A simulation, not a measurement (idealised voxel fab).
voxel wiring stack: a process module
cross-section cut | 155 nm wide | cells 5 nm
Cross-section format: a grid of square cells, given as bands from top to bottom; each band is one or more rows of cells. Read a band's entry like this: the first values are the height of its top and the height of its bottom in nm, and what follows is the sequence of materials from left to right, each with its width in nm. Note that "empty" is empty space, and that a single material marked "all across" reaches across the band from edge to edge. Counting heights begins at 0, where everything beneath is, in the wafer as received, one material. The lowest band has no bottom; it goes on downwards, as "0 down" shows. Graded width ("30 to 40"): value in top row of band = first number; value in bottom row = second number; row-to-row change constant. "nothing altered" after a step means that no cell of the cross-section changed. "Closed void roster" - sealed voids, min. 8 cells, no opening to top; format: width x height at distance (distance from left edge; nm throughout). What comes after the settings on a step's line is commentary from the simulator itself on that step. overlay nm: where the mask lay relative to plan, measured to the right, on steps with a mask; negatives go left.
-- Process steps foreseen in the plan
| 1 | RECEIVE with material Si |
| 2 | CONFORMAL_DEP with material SiO2, thk nm 10 |
| 3 | CONFORMAL_DEP with material SiN, thk nm 5 |
| 4 | DIRECTIONAL_DEP with material SiO2, thk nm 15 |
| 5 | MASKED_ETCH with tone open, mask id METAL_1, width nm 30, pitch nm 60, etch materials SiO2, depth nm 15, overlay nm 0 |
| 6 | MASKED_ETCH with tone open, mask id METAL_1, width nm 30, pitch nm 60, etch materials SiN, depth nm 5, overlay nm 0 |
| 7 | CONFORMAL_DEP with material TiN, thk nm 5 |
| 8 | FILL_DEP with material Ru, thk nm 10 |
| 9 | CMP with height nm 30 |
| 10 | CONFORMAL_DEP with material SiCN, thk nm 5 |
| 11 | DIRECTIONAL_DEP with material lowk, thk nm 15 |
| 12 | DIRECTIONAL_DEP with material aC, thk nm 10 |
| 13 | PATTERN with tone open, mask id PLUG_1, material resist, width nm 15, thk nm 30, overlay nm 0 |
| 14 | DIRECTIONAL_ETCH with etch materials aC, depth nm 10 |
| 15 | STRIP with etch materials resist |
| 16 | DIRECTIONAL_ETCH with etch materials lowk, depth nm 15 |
| 17 | DIRECTIONAL_ETCH with etch materials SiCN, depth nm 5 |
| 18 | STRIP with etch materials aC |
| 19 | CONFORMAL_DEP with material TiN, thk nm 5 |
| 20 | FILL_DEP with material Cu, thk nm 5 |
| 21 | CMP with height nm 50 |
| 22 | DIRECTIONAL_DEP with material TiN, thk nm 5 |
| 23 | DIRECTIONAL_DEP with material W, thk nm 25 |
| 24 | PATTERN with tone cover, mask id METAL_2, material resist, width nm 30, pitch nm 60, thk nm 20, overlay nm 0 |
| 25 | DIRECTIONAL_ETCH with etch materials W, depth nm 25 |
| 26 | DIRECTIONAL_ETCH with etch materials TiN, depth nm 5 |
| 27 | STRIP with etch materials resist |
| 28 | FILL_DEP with material lowk, thk nm 10 |
| 29 | CMP with height nm 80 |
| 30 | CONFORMAL_DEP with material SiCN, thk nm 5 |
| 31 | DIRECTIONAL_DEP with material SiO2, thk nm 30 |
| 32 | MASKED_ETCH with tone open, mask id METAL_3_HOLES, width nm 15, etch materials SiO2, depth nm 30, overlay nm 0 |
| 33 | MASKED_ETCH with tone open, mask id METAL_3, width nm 30, pitch nm 60, etch materials SiO2, depth nm 20, overlay nm 0 |
| 34 | MASKED_ETCH with tone open, mask id METAL_3, width nm 30, pitch nm 60, etch materials SiCN, depth nm 5, overlay nm 0 |
| 35 | CONFORMAL_DEP with material TiN, thk nm 5 |
| 36 | FILL_DEP with material Ru, thk nm 10 |
| 37 | CMP with height nm 115 |
| 38 | CONFORMAL_DEP with material SiCN, thk nm 5 |
| 39 | DIRECTIONAL_DEP with material lowk, thk nm 10 |
| 40 | PATTERN with tone open, mask id PLUG_3, material resist, width nm 15, pitch nm 60, thk nm 15, overlay nm 0 |
| 41 | DIRECTIONAL_ETCH with etch materials lowk, depth nm 10 |
| 42 | DIRECTIONAL_ETCH with etch materials SiCN, depth nm 5 |
| 43 | STRIP with etch materials resist |
| 44 | EPI with material Ru, thk nm 10 |
| 45 | EPI with material Ru, thk nm 5 |
| 46 | CONFORMAL_DEP with material SiCN, thk nm 5 |
| 47 | DIRECTIONAL_DEP with material lowk, thk nm 20 |
| 48 | PATTERN with tone open, mask id METAL_4, material resist, width nm 30, pitch nm 60, thk nm 15, overlay nm 0 |
| 49 | DIRECTIONAL_ETCH with etch materials lowk, depth nm 20 |
| 50 | DIRECTIONAL_ETCH with etch materials SiCN, depth nm 5 |
| 51 | STRIP with etch materials resist |
| 52 | CONFORMAL_DEP with material TiN, thk nm 5 |
| 53 | FILL_DEP with material Cu, thk nm 5 |
| 54 | CMP with height nm 155 |
| 55 | CONFORMAL_DEP with material SiCN, thk nm 5 |
-- First out of two wafers; run went to plan
-- as received, after step 1
  0 down | Si all across
  Closed void roster: none
-- You're looking at a cross-section of the wafer after step 2
  10 to 0 | SiO2 all across
  Heights below 0 show no change.
-- You're looking at a cross-section of the wafer after step 3
  15 to 10 | SiN all across
  Heights below 10 show no change.
-- You're looking at a cross-section of the wafer after step 4
  30 to 15 | SiO2 all across
  Heights below 15 show no change.
-- You're looking at a cross-section of the wafer after step 5
  30 to 15 | SiO2: 30 | empty: 30 | SiO2: 30 | empty: 30 | SiO2: 35
  Heights below 15 show no change.
-- You're looking at a cross-section of the wafer after step 6
  30 to 15 | SiO2: 30 | empty: 30 | SiO2: 30 | empty: 30 | SiO2: 35
  15 to 10 | SiN: 30 | empty: 30 | SiN: 30 | empty: 30 | SiN: 35
  Heights below 10 show no change.
-- You're looking at a cross-section of the wafer after step 7
  35 to 30 | TiN: 35 | empty: 20 | TiN: 40 | empty: 20 | TiN: 40
  30 to 15 | SiO2: 30 | TiN: 5 | empty: 20 | TiN: 5 | SiO2: 30 | TiN: 5 | empty: 20 | TiN: 5 | SiO2: 35
  15 to 10 | SiN: 30 | TiN: 30 | SiN: 30 | TiN: 30 | SiN: 35
  Heights below 10 show no change.
-- You're looking at a cross-section of the wafer after step 8
  45 to 35 | Ru all across
  35 to 30 | TiN: 35 | Ru: 20 | TiN: 40 | Ru: 20 | TiN: 40
  30 to 15 | SiO2: 30 | TiN: 5 | Ru: 20 | TiN: 5 | SiO2: 30 | TiN: 5 | Ru: 20 | TiN: 5 | SiO2: 35
  Heights below 15 show no change.
-- You're looking at a cross-section of the wafer after step 9
  30 to 15 | SiO2: 30 | TiN: 5 | Ru: 20 | TiN: 5 | SiO2: 30 | TiN: 5 | Ru: 20 | TiN: 5 | SiO2: 35
  Heights below 15 show no change.
-- You're looking at a cross-section of the wafer after step 10
  35 to 30 | SiCN all across
  Heights below 30 show no change.
-- You're looking at a cross-section of the wafer after step 11
  50 to 35 | lowk all across
  Heights below 35 show no change.
-- You're looking at a cross-section of the wafer after step 12
  60 to 50 | aC all across
  Heights below 50 show no change.
-- You're looking at a cross-section of the wafer after step 13
  90 to 60 | resist: 30 | empty: 15 | resist: 110
  Heights below 60 show no change.
-- You're looking at a cross-section of the wafer after step 14
  80 to 60 | resist: 30 | empty: 15 | resist: 110
  60 to 50 | aC: 30 | empty: 15 | aC: 110
  Heights below 50 show no change.
-- You're looking at a cross-section of the wafer after step 15
  60 to 50 | aC: 30 | empty: 15 | aC: 110
  Heights below 50 show no change.
-- You're looking at a cross-section of the wafer after step 16
  60 to 50 | aC: 30 | empty: 15 | aC: 110
  50 to 35 | lowk: 30 | empty: 15 | lowk: 110
  Heights below 35 show no change.
-- You're looking at a cross-section of the wafer after step 17
  60 to 50 | aC: 30 | empty: 15 | aC: 110
  50 to 35 | lowk: 30 | empty: 15 | lowk: 110
  35 to 30 | SiCN: 30 | empty: 15 | SiCN: 110
  Heights below 30 show no change.
-- You're looking at a cross-section of the wafer after step 18
  50 to 35 | lowk: 30 | empty: 15 | lowk: 110
  Heights below 35 show no change.
-- You're looking at a cross-section of the wafer after step 19
  55 to 50 | TiN: 35 | empty: 5 | TiN: 115
  50 to 35 | lowk: 30 | TiN: 5 | empty: 5 | TiN: 5 | lowk: 110
  35 to 30 | SiCN: 30 | TiN: 15 | SiCN: 110
  Heights below 30 show no change.
-- You're looking at a cross-section of the wafer after step 20
  60 to 55 | Cu all across
  55 to 50 | TiN: 35 | Cu: 5 | TiN: 115
  50 to 35 | lowk: 30 | TiN: 5 | Cu: 5 | TiN: 5 | lowk: 110
  Heights below 35 show no change.
-- You're looking at a cross-section of the wafer after step 21
  50 to 35 | lowk: 30 | TiN: 5 | Cu: 5 | TiN: 5 | lowk: 110
  Heights below 35 show no change.
-- You're looking at a cross-section of the wafer after step 22
  55 to 50 | TiN all across
  Heights below 50 show no change.
-- You're looking at a cross-section of the wafer after step 23
  80 to 55 | W all across
  Heights below 55 show no change.
-- You're looking at a cross-section of the wafer after step 24
  100 to 80 | empty: 30 | resist: 30 | empty: 30 | resist: 30 | empty: 35
  Heights below 80 show no change.
-- You're looking at a cross-section of the wafer after step 25
  100 to 80 | empty: 30 | resist: 30 | empty: 30 | resist: 30 | empty: 35
  80 to 55 | empty: 30 | W: 30 | empty: 30 | W: 30 | empty: 35
  Heights below 55 show no change.
-- You're looking at a cross-section of the wafer after step 26
  100 to 80 | empty: 30 | resist: 30 | empty: 30 | resist: 30 | empty: 35
  80 to 55 | empty: 30 | W: 30 | empty: 30 | W: 30 | empty: 35
  55 to 50 | empty: 30 | TiN: 30 | empty: 30 | TiN: 30 | empty: 35
  Heights below 50 show no change.
-- You're looking at a cross-section of the wafer after step 27
  80 to 55 | empty: 30 | W: 30 | empty: 30 | W: 30 | empty: 35
  Heights below 55 show no change.
-- You're looking at a cross-section of the wafer after step 28
  90 to 80 | lowk all across
  80 to 55 | lowk: 30 | W: 30 | lowk: 30 | W: 30 | lowk: 35
  55 to 50 | lowk: 30 | TiN: 30 | lowk: 30 | TiN: 30 | lowk: 35
  Heights below 50 show no change.
-- You're looking at a cross-section of the wafer after step 29
  80 to 55 | lowk: 30 | W: 30 | lowk: 30 | W: 30 | lowk: 35
  Heights below 55 show no change.
-- You're looking at a cross-section of the wafer after step 30
  85 to 80 | SiCN all across
  Heights below 80 show no change.
-- You're looking at a cross-section of the wafer after step 31
  115 to 85 | SiO2 all across
  Heights below 85 show no change.
-- You're looking at a cross-section of the wafer after step 32
  115 to 85 | SiO2: 30 | empty: 15 | SiO2: 110
  Heights below 85 show no change.
-- You're looking at a cross-section of the wafer after step 33
  115 to 95 | SiO2: 30 | empty: 30 | SiO2: 30 | empty: 30 | SiO2: 35
  Heights below 95 show no change.
-- You're looking at a cross-section of the wafer after step 34
  115 to 95 | SiO2: 30 | empty: 30 | SiO2: 30 | empty: 30 | SiO2: 35
  95 to 85 | SiO2: 30 | empty: 15 | SiO2: 110
  85 to 80 | SiCN: 30 | empty: 15 | SiCN: 110
  Heights below 80 show no change.
-- You're looking at a cross-section of the wafer after step 35
  120 to 115 | TiN: 35 | empty: 20 | TiN: 40 | empty: 20 | TiN: 40
  115 to 100 | SiO2: 30 | TiN: 5 | empty: 20 | TiN: 5 | SiO2: 30 | TiN: 5 | empty: 20 | TiN: 5 | SiO2: 35
  100 to 95 | SiO2: 30 | TiN: 5 | empty: 5 | TiN: 20 | SiO2: 30 | TiN: 30 | SiO2: 35
  95 to 85 | SiO2: 30 | TiN: 5 | empty: 5 | TiN: 5 | SiO2: 110
  85 to 80 | SiCN: 30 | TiN: 15 | SiCN: 110
  Heights below 80 show no change.
-- You're looking at a cross-section of the wafer after step 36
  130 to 120 | Ru all across
  120 to 115 | TiN: 35 | Ru: 20 | TiN: 40 | Ru: 20 | TiN: 40
  115 to 100 | SiO2: 30 | TiN: 5 | Ru: 20 | TiN: 5 | SiO2: 30 | TiN: 5 | Ru: 20 | TiN: 5 | SiO2: 35
  100 to 95 | SiO2: 30 | TiN: 5 | Ru: 5 | TiN: 20 | SiO2: 30 | TiN: 30 | SiO2: 35
  95 to 85 | SiO2: 30 | TiN: 5 | Ru: 5 | TiN: 5 | SiO2: 110
  Heights below 85 show no change.
-- You're looking at a cross-section of the wafer after step 37
  115 to 100 | SiO2: 30 | TiN: 5 | Ru: 20 | TiN: 5 | SiO2: 30 | TiN: 5 | Ru: 20 | TiN: 5 | SiO2: 35
  Heights below 100 show no change.
-- You're looking at a cross-section of the wafer after step 38
  120 to 115 | SiCN all across
  Heights below 115 show no change.
-- You're looking at a cross-section of the wafer after step 39
  130 to 120 | lowk all across
  Heights below 120 show no change.
-- You're looking at a cross-section of the wafer after step 40
  145 to 130 | resist: 30 | empty: 15 | resist: 45 | empty: 15 | resist: 50
  Heights below 130 show no change.
-- You're looking at a cross-section of the wafer after step 41
  145 to 130 | resist: 30 | empty: 15 | resist: 45 | empty: 15 | resist: 50
  130 to 120 | lowk: 30 | empty: 15 | lowk: 45 | empty: 15 | lowk: 50
  Heights below 120 show no change.
-- You're looking at a cross-section of the wafer after step 42
  145 to 130 | resist: 30 | empty: 15 | resist: 45 | empty: 15 | resist: 50
  130 to 120 | lowk: 30 | empty: 15 | lowk: 45 | empty: 15 | lowk: 50
  120 to 115 | SiCN: 30 | empty: 15 | SiCN: 45 | empty: 15 | SiCN: 50
  Heights below 115 show no change.
-- You're looking at a cross-section of the wafer after step 43
  130 to 120 | lowk: 30 | empty: 15 | lowk: 45 | empty: 15 | lowk: 50
  Heights below 120 show no change.
-- You're looking at a cross-section of the wafer after step 44
  130 to 125 | lowk: 30 | empty: 15 | lowk: 45 | empty: 15 | lowk: 50
  125 to 120 | lowk: 30 | Ru: 15 | lowk: 45 | Ru: 15 | lowk: 50
  120 to 115 | SiCN: 30 | Ru: 15 | SiCN: 45 | Ru: 15 | SiCN: 50
  Heights below 115 show no change.
-- You're looking at a cross-section of the wafer after step 45
  130 to 120 | lowk: 30 | Ru: 15 | lowk: 45 | Ru: 15 | lowk: 50
  Heights below 120 show no change.
-- You're looking at a cross-section of the wafer after step 46
  135 to 130 | SiCN all across
  Heights below 130 show no change.
-- You're looking at a cross-section of the wafer after step 47
  155 to 135 | lowk all across
  Heights below 135 show no change.
-- You're looking at a cross-section of the wafer after step 48
  170 to 155 | resist: 30 | empty: 30 | resist: 30 | empty: 30 | resist: 35
  Heights below 155 show no change.
-- You're looking at a cross-section of the wafer after step 49
  170 to 155 | resist: 30 | empty: 30 | resist: 30 | empty: 30 | resist: 35
  155 to 135 | lowk: 30 | empty: 30 | lowk: 30 | empty: 30 | lowk: 35
  Heights below 135 show no change.
-- You're looking at a cross-section of the wafer after step 50
  170 to 155 | resist: 30 | empty: 30 | resist: 30 | empty: 30 | resist: 35
  155 to 135 | lowk: 30 | empty: 30 | lowk: 30 | empty: 30 | lowk: 35
  135 to 130 | SiCN: 30 | empty: 30 | SiCN: 30 | empty: 30 | SiCN: 35
  Heights below 130 show no change.
-- You're looking at a cross-section of the wafer after step 51
  155 to 135 | lowk: 30 | empty: 30 | lowk: 30 | empty: 30 | lowk: 35
  Heights below 135 show no change.
-- You're looking at a cross-section of the wafer after step 52
  160 to 155 | TiN: 35 | empty: 20 | TiN: 40 | empty: 20 | TiN: 40
  155 to 135 | lowk: 30 | TiN: 5 | empty: 20 | TiN: 5 | lowk: 30 | TiN: 5 | empty: 20 | TiN: 5 | lowk: 35
  135 to 130 | SiCN: 30 | TiN: 30 | SiCN: 30 | TiN: 30 | SiCN: 35
  Heights below 130 show no change.
-- You're looking at a cross-section of the wafer after step 53
  165 to 160 | Cu all across
  160 to 155 | TiN: 35 | Cu: 20 | TiN: 40 | Cu: 20 | TiN: 40
  155 to 135 | lowk: 30 | TiN: 5 | Cu: 20 | TiN: 5 | lowk: 30 | TiN: 5 | Cu: 20 | TiN: 5 | lowk: 35
  Heights below 135 show no change.
-- You're looking at a cross-section of the wafer after step 54
  155 to 135 | lowk: 30 | TiN: 5 | Cu: 20 | TiN: 5 | lowk: 30 | TiN: 5 | Cu: 20 | TiN: 5 | lowk: 35
  Heights below 135 show no change.
-- You're looking at a cross-section of the wafer after step 55
  160 to 155 | SiCN all across
  Heights below 155 show no change.
-- The Second Wafer: Common Origin and Plan, One Mistake in Execution, Identical to the First Through Step 36
Cross-section of the second wafer at the time step 37 of the plan should have ended: nothing altered
-- Cross-section of the second wafer at the time step 38 of the plan should have ended
  135 to 130 | SiCN all across
  Heights below 130 show no change.
-- Cross-section of the second wafer at the time step 39 of the plan should have ended
  145 to 135 | lowk all across
  Heights below 135 show no change.
-- Cross-section of the second wafer at the time step 40 of the plan should have ended
  160 to 145 | resist: 30 | empty: 15 | resist: 45 | empty: 15 | resist: 50
  Heights below 145 show no change.
-- Cross-section of the second wafer at the time step 41 of the plan should have ended
  160 to 145 | resist: 30 | empty: 15 | resist: 45 | empty: 15 | resist: 50
  145 to 135 | lowk: 30 | empty: 15 | lowk: 45 | empty: 15 | lowk: 50
  Heights below 135 show no change.
-- Cross-section of the second wafer at the time step 42 of the plan should have ended
  160 to 145 | resist: 30 | empty: 15 | resist: 45 | empty: 15 | resist: 50
  145 to 135 | lowk: 30 | empty: 15 | lowk: 45 | empty: 15 | lowk: 50
  135 to 130 | SiCN: 30 | empty: 15 | SiCN: 45 | empty: 15 | SiCN: 50
  Heights below 130 show no change.
-- Cross-section of the second wafer at the time step 43 of the plan should have ended
  145 to 135 | lowk: 30 | empty: 15 | lowk: 45 | empty: 15 | lowk: 50
  Heights below 135 show no change.
-- Cross-section of the second wafer at the time step 44 of the plan should have ended
  145 to 140 | lowk: 30 | empty: 15 | lowk: 45 | empty: 15 | lowk: 50
  140 to 135 | lowk: 30 | Ru: 15 | lowk: 45 | Ru: 15 | lowk: 50
  135 to 130 | SiCN: 30 | Ru: 15 | SiCN: 45 | Ru: 15 | SiCN: 50
  Heights below 130 show no change.
-- Cross-section of the second wafer at the time step 45 of the plan should have ended
  145 to 135 | lowk: 30 | Ru: 15 | lowk: 45 | Ru: 15 | lowk: 50
  Heights below 135 show no change.
-- Cross-section of the second wafer at the time step 46 of the plan should have ended
  150 to 145 | SiCN all across
  Heights below 145 show no change.
-- Cross-section of the second wafer at the time step 47 of the plan should have ended
  170 to 150 | lowk all across
  Heights below 150 show no change.
-- Cross-section of the second wafer at the time step 48 of the plan should have ended
  185 to 170 | resist: 30 | empty: 30 | resist: 30 | empty: 30 | resist: 35
  Heights below 170 show no change.
-- Cross-section of the second wafer at the time step 49 of the plan should have ended
  185 to 170 | resist: 30 | empty: 30 | resist: 30 | empty: 30 | resist: 35
  170 to 150 | lowk: 30 | empty: 30 | lowk: 30 | empty: 30 | lowk: 35
  Heights below 150 show no change.
-- Cross-section of the second wafer at the time step 50 of the plan should have ended
  185 to 170 | resist: 30 | empty: 30 | resist: 30 | empty: 30 | resist: 35
  170 to 150 | lowk: 30 | empty: 30 | lowk: 30 | empty: 30 | lowk: 35
  150 to 145 | SiCN: 30 | empty: 30 | SiCN: 30 | empty: 30 | SiCN: 35
  Heights below 145 show no change.
-- Cross-section of the second wafer at the time step 51 of the plan should have ended
  170 to 150 | lowk: 30 | empty: 30 | lowk: 30 | empty: 30 | lowk: 35
  Heights below 150 show no change.
-- Cross-section of the second wafer at the time step 52 of the plan should have ended
  175 to 170 | TiN: 35 | empty: 20 | TiN: 40 | empty: 20 | TiN: 40
  170 to 150 | lowk: 30 | TiN: 5 | empty: 20 | TiN: 5 | lowk: 30 | TiN: 5 | empty: 20 | TiN: 5 | lowk: 35
  150 to 145 | SiCN: 30 | TiN: 30 | SiCN: 30 | TiN: 30 | SiCN: 35
  Heights below 145 show no change.
-- Cross-section of the second wafer at the time step 53 of the plan should have ended
  180 to 175 | Cu all across
  175 to 170 | TiN: 35 | Cu: 20 | TiN: 40 | Cu: 20 | TiN: 40
  170 to 150 | lowk: 30 | TiN: 5 | Cu: 20 | TiN: 5 | lowk: 30 | TiN: 5 | Cu: 20 | TiN: 5 | lowk: 35
  Heights below 150 show no change.
-- Cross-section of the second wafer at the time step 54 of the plan should have ended
  155 to 150 | lowk: 30 | TiN: 5 | Cu: 20 | TiN: 5 | lowk: 30 | TiN: 5 | Cu: 20 | TiN: 5 | lowk: 35
  Heights below 150 show no change.
-- Cross-section of the second wafer at the time step 55 of the plan should have ended
  160 to 155 | SiCN all across
  Heights below 155 show no change.
Short version of what went wrong: step 37 of the plan was excluded from execution and never run
Counted in cells at the end, the second wafer holds more or fewer of these materials than the first: Cu -24 | Ru +70 | TiN +11 | lowk -57
